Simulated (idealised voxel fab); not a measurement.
Name of the process module below: voxel self aligned contacts
Cross-sectional view cut (width: 155 nm; square cell size: 5 nm).
Heads up, the way a cross-section reads in here is a grid of square cells, handed over as bands from the top down, with every band being one or more rows of cells.
The entry gives the band's vertical extent as a top height and a bottom height in nm, then its horizontal make-up as materials from left to right, each with a width in nm. "air" stands for empty space; a single material marked "everywhere" fills the band edge to edge.
Beneath 0, the wafer as received is one material, and that level is where height counting begins. The lowest band goes on downward without a bottom; it is written like "top 0, no bottom".
A width such as "30..40" changes by the same amount from each row of cells to the next, from the band's top row to its bottom row.
Take "all unchanged" at face value: in the step it is given for, the cross-section changed in none of its cells.
Enclosed voids (no open way to top), threshold 8 cells or more, entry "Voids lacking openings", notation width x height at distance, distance from left edge, nm.
Step line, after settings: the simulator's comment on this step.
overlay nm: mask right of planned place by this much (step with mask). Neg. = left.

Process steps - plan
- 1: RECEIVE (material Si)
- 2: CONFORMAL_DEP (material SiO2; thk nm 5)
- 3: DIRECTIONAL_DEP (material polySi; thk nm 20)
- 4: DIRECTIONAL_DEP (material SiN; thk nm 15)
- 5: PATTERN (tone cover; mask id GATE; material resist; width nm 30; pitch nm 55; thk nm 20; overlay nm 0)
- 6: DIRECTIONAL_ETCH (etch materials SiN; depth nm 15)
- 7: DIRECTIONAL_ETCH (etch materials polySi; depth nm 20)
- 8: STRIP (etch materials resist)
- 9: CONFORMAL_DEP (material SiN; thk nm 5)
- 10: DIRECTIONAL_ETCH (etch materials SiN; depth nm 5)
- 11: FILL_DEP (material SiO2; thk nm 10)
- 12: CMP (height nm 45)
- 13: DIRECTIONAL_DEP (material aC; thk nm 10)
- 14: PATTERN (tone open; mask id CONTACT; material resist; width nm 35; thk nm 30; overlay nm 0)
- 15: DIRECTIONAL_ETCH (etch materials aC; depth nm 10)
- 16: STRIP (etch materials resist)
- 17: DIRECTIONAL_ETCH (etch materials SiO2; depth nm 45)
- 18: STRIP (etch materials aC)
- 19: CONFORMAL_DEP (material TiN; thk nm 5)
- 20: FILL_DEP (material W; thk nm 10)
- 21: CMP (height nm 45)
- 22: CONFORMAL_DEP (material SiCN; thk nm 5)

The first of the two wafers, which ran as planned

As-received state of the wafer in cross-section, equivalent to post-step 1
    top 0, no bottom | Si everywhere
    Voids lacking openings: none

The wafer, seen in cross-section, after step 2
    top 5, bottom 0 | SiO2 everywhere
    Lower than 0, everything is as it was.

The wafer, seen in cross-section, after step 3
    top 25, bottom 5 | polySi everywhere
    Lower than 5, everything is as it was.

The wafer, seen in cross-section, after step 4
    top 40, bottom 25 | SiN everywhere
    Lower than 25, everything is as it was.

The wafer, seen in cross-section, after step 5
    top 60, bottom 40 | air 35  resist 30  air 25  resist 30  air 35
    Lower than 40, everything is as it was.

The wafer, seen in cross-section, after step 6
    top 60, bottom 40 | air 35  resist 30  air 25  resist 30  air 35
    top 40, bottom 25 | air 35  SiN 30  air 25  SiN 30  air 35
    Lower than 25, everything is as it was.

The wafer, seen in cross-section, after step 7
    top 60, bottom 40 | air 35  resist 30  air 25  resist 30  air 35
    top 40, bottom 25 | air 35  SiN 30  air 25  SiN 30  air 35
    top 25, bottom 5 | air 35  polySi 30  air 25  polySi 30  air 35
    Lower than 5, everything is as it was.

The wafer, seen in cross-section, after step 8
    top 40, bottom 25 | air 35  SiN 30  air 25  SiN 30  air 35
    Lower than 25, everything is as it was.

The wafer, seen in cross-section, after step 9
    top 45, bottom 25 | air 30  SiN 40  air 15  SiN 40  air 30
    top 25, bottom 10 | air 30  SiN 5  polySi 30  SiN 5  air 15  SiN 5  polySi 30  SiN 5  air 30
    top 10, bottom 5 | SiN 35  polySi 30  SiN 25  polySi 30  SiN 35
    Lower than 5, everything is as it was.

The wafer, seen in cross-section, after step 10
    top 40, bottom 25 | air 30  SiN 40  air 15  SiN 40  air 30
    top 25, bottom 5 | air 30  SiN 5  polySi 30  SiN 5  air 15  SiN 5  polySi 30  SiN 5  air 30
    Lower than 5, everything is as it was.

The wafer, seen in cross-section, after step 11
    top 50, bottom 40 | SiO2 everywhere
    top 40, bottom 25 | SiO2 30  SiN 40  SiO2 15  SiN 40  SiO2 30
    top 25, bottom 5 | SiO2 30  SiN 5  polySi 30  SiN 5  SiO2 15  SiN 5  polySi 30  SiN 5  SiO2 30
    Lower than 5, everything is as it was.

The wafer, seen in cross-section, after step 12
    top 45, bottom 40 | SiO2 everywhere
    Lower than 40, everything is as it was.

The wafer, seen in cross-section, after step 13
    top 55, bottom 45 | aC everywhere
    Lower than 45, everything is as it was.

The wafer, seen in cross-section, after step 14
    top 85, bottom 55 | resist 60  air 35  resist 60
    Lower than 55, everything is as it was.

The wafer, seen in cross-section, after step 15
    top 75, bottom 55 | resist 60  air 35  resist 60
    top 55, bottom 45 | aC 60  air 35  aC 60
    Lower than 45, everything is as it was.

The wafer, seen in cross-section, after step 16
    top 55, bottom 45 | aC 60  air 35  aC 60
    Lower than 45, everything is as it was.

The wafer, seen in cross-section, after step 17
    top 55, bottom 45 | aC 60  air 35  aC 60
    top 45, bottom 40 | SiO2 60  air 35  SiO2 60
    top 40, bottom 25 | SiO2 30  SiN 40  air 15  SiN 40  SiO2 30
    top 25, bottom 5 | SiO2 30  SiN 5  polySi 30  SiN 5  air 15  SiN 5  polySi 30  SiN 5  SiO2 30
    top 5, bottom 0 | SiO2 70  air 15  SiO2 70
    Lower than 0, everything is as it was.

The wafer, seen in cross-section, after step 18
    top 45, bottom 40 | SiO2 60  air 35  SiO2 60
    Lower than 40, everything is as it was.

The wafer, seen in cross-section, after step 19
    top 50, bottom 45 | TiN 65  air 25  TiN 65
    top 45, bottom 40 | SiO2 60  TiN 15  air 5  TiN 15  SiO2 60
    top 40, bottom 25 | SiO2 30  SiN 40  TiN 5  air 5  TiN 5  SiN 40  SiO2 30
    top 25, bottom 5 | SiO2 30  SiN 5  polySi 30  SiN 5  TiN 5  air 5  TiN 5  SiN 5  polySi 30  SiN 5  SiO2 30
    top 5, bottom 0 | SiO2 70  TiN 15  SiO2 70
    Lower than 0, everything is as it was.

The wafer, seen in cross-section, after step 20
    top 60, bottom 50 | W everywhere
    top 50, bottom 45 | TiN 65  W 25  TiN 65
    top 45, bottom 40 | SiO2 60  TiN 15  W 5  TiN 15  SiO2 60
    top 40, bottom 25 | SiO2 30  SiN 40  TiN 5  W 5  TiN 5  SiN 40  SiO2 30
    top 25, bottom 5 | SiO2 30  SiN 5  polySi 30  SiN 5  TiN 5  W 5  TiN 5  SiN 5  polySi 30  SiN 5  SiO2 30
    Lower than 5, everything is as it was.

The wafer, seen in cross-section, after step 21
    top 45, bottom 40 | SiO2 60  TiN 15  W 5  TiN 15  SiO2 60
    Lower than 40, everything is as it was.

The wafer, seen in cross-section, after step 22
    top 50, bottom 45 | SiCN everywhere
    Lower than 45, everything is as it was.

Second wafer: same start and same plan as the first, one execution error; identical to the first through step 4

What the second wafer looks like in cross-section when step 5 should have wrapped up
    top 60, bottom 40 | air 30  resist 40  air 15  resist 40  air 30
    Lower than 40, everything is as it was.

What the second wafer looks like in cross-section when step 6 should have wrapped up
    top 60, bottom 40 | air 30  resist 40  air 15  resist 40  air 30
    top 40, bottom 25 | air 30  SiN 40  air 15  SiN 40  air 30
    Lower than 25, everything is as it was.

What the second wafer looks like in cross-section when step 7 should have wrapped up
    top 60, bottom 40 | air 30  resist 40  air 15  resist 40  air 30
    top 40, bottom 25 | air 30  SiN 40  air 15  SiN 40  air 30
    top 25, bottom 5 | air 30  polySi 40  air 15  polySi 40  air 30
    Lower than 5, everything is as it was.

What the second wafer looks like in cross-section when step 8 should have wrapped up
    top 40, bottom 25 | air 30  SiN 40  air 15  SiN 40  air 30
    Lower than 25, everything is as it was.

What the second wafer looks like in cross-section when step 9 should have wrapped up
    top 45, bottom 25 | air 25  SiN 50  air 5  SiN 50  air 25
    top 25, bottom 10 | air 25  SiN 5  polySi 40  SiN 5  air 5  SiN 5  polySi 40  SiN 5  air 25
    top 10, bottom 5 | SiN 30  polySi 40  SiN 15  polySi 40  SiN 30
    Lower than 5, everything is as it was.

What the second wafer looks like in cross-section when step 10 should have wrapped up
    top 40, bottom 25 | air 25  SiN 50  air 5  SiN 50  air 25
    top 25, bottom 5 | air 25  SiN 5  polySi 40  SiN 5  air 5  SiN 5  polySi 40  SiN 5  air 25
    Lower than 5, everything is as it was.

What the second wafer looks like in cross-section when step 11 should have wrapped up
    top 50, bottom 40 | SiO2 everywhere
    top 40, bottom 25 | SiO2 25  SiN 50  SiO2 5  SiN 50  SiO2 25
    top 25, bottom 5 | SiO2 25  SiN 5  polySi 40  SiN 5  SiO2 5  SiN 5  polySi 40  SiN 5  SiO2 25
    Lower than 5, everything is as it was.

What the second wafer looks like in cross-section when step 12 should have wrapped up
    top 45, bottom 40 | SiO2 everywhere
    Lower than 40, everything is as it was.

What the second wafer looks like in cross-section when step 13 should have wrapped up
    top 55, bottom 45 | aC everywhere
    Lower than 45, everything is as it was.

What the second wafer looks like in cross-section when step 14 should have wrapped up
    top 85, bottom 55 | resist 60  air 35  resist 60
    Lower than 55, everything is as it was.

What the second wafer looks like in cross-section when step 15 should have wrapped up
    top 75, bottom 55 | resist 60  air 35  resist 60
    top 55, bottom 45 | aC 60  air 35  aC 60
    Lower than 45, everything is as it was.

What the second wafer looks like in cross-section when step 16 should have wrapped up
    top 55, bottom 45 | aC 60  air 35  aC 60
    Lower than 45, everything is as it was.

What the second wafer looks like in cross-section when step 17 should have wrapped up
    top 55, bottom 45 | aC 60  air 35  aC 60
    top 45, bottom 40 | SiO2 60  air 35  SiO2 60
    top 40, bottom 25 | SiO2 25  SiN 50  air 5  SiN 50  SiO2 25
    top 25, bottom 5 | SiO2 25  SiN 5  polySi 40  SiN 5  air 5  SiN 5  polySi 40  SiN 5  SiO2 25
    top 5, bottom 0 | SiO2 75  air 5  SiO2 75
    Lower than 0, everything is as it was.

What the second wafer looks like in cross-section when step 18 should have wrapped up
    top 45, bottom 40 | SiO2 60  air 35  SiO2 60
    Lower than 40, everything is as it was.

What the second wafer looks like in cross-section when step 19 should have wrapped up
    top 50, bottom 45 | TiN 65  air 25  TiN 65
    top 45, bottom 40 | SiO2 60  TiN 35  SiO2 60
    top 40, bottom 25 | SiO2 25  SiN 50  TiN 5  SiN 50  SiO2 25
    top 25, bottom 5 | SiO2 25  SiN 5  polySi 40  SiN 5  TiN 5  SiN 5  polySi 40  SiN 5  SiO2 25
    top 5, bottom 0 | SiO2 75  TiN 5  SiO2 75
    Lower than 0, everything is as it was.

What the second wafer looks like in cross-section when step 20 should have wrapped up
    top 60, bottom 50 | W everywhere
    top 50, bottom 45 | TiN 65  W 25  TiN 65
    Lower than 45, everything is as it was.

What the second wafer looks like in cross-section when step 21 should have wrapped up
    top 45, bottom 40 | SiO2 60  TiN 35  SiO2 60
    Lower than 40, everything is as it was.

What the second wafer looks like in cross-section when step 22 should have wrapped up
    top 50, bottom 45 | SiCN everywhere
    Lower than 45, everything is as it was.
What was done differently from what was planned? rather than as planned, step 5 actually ran as PATTERN (tone cover; mask id GATE; material resist; width nm 40; pitch nm 55; thk nm 20; overlay nm 0)
Wafer comparison, final, in cells, second relative to first, materials more or fewer: SiN +12, SiO2 -12, TiN -8, W -8, polySi +16
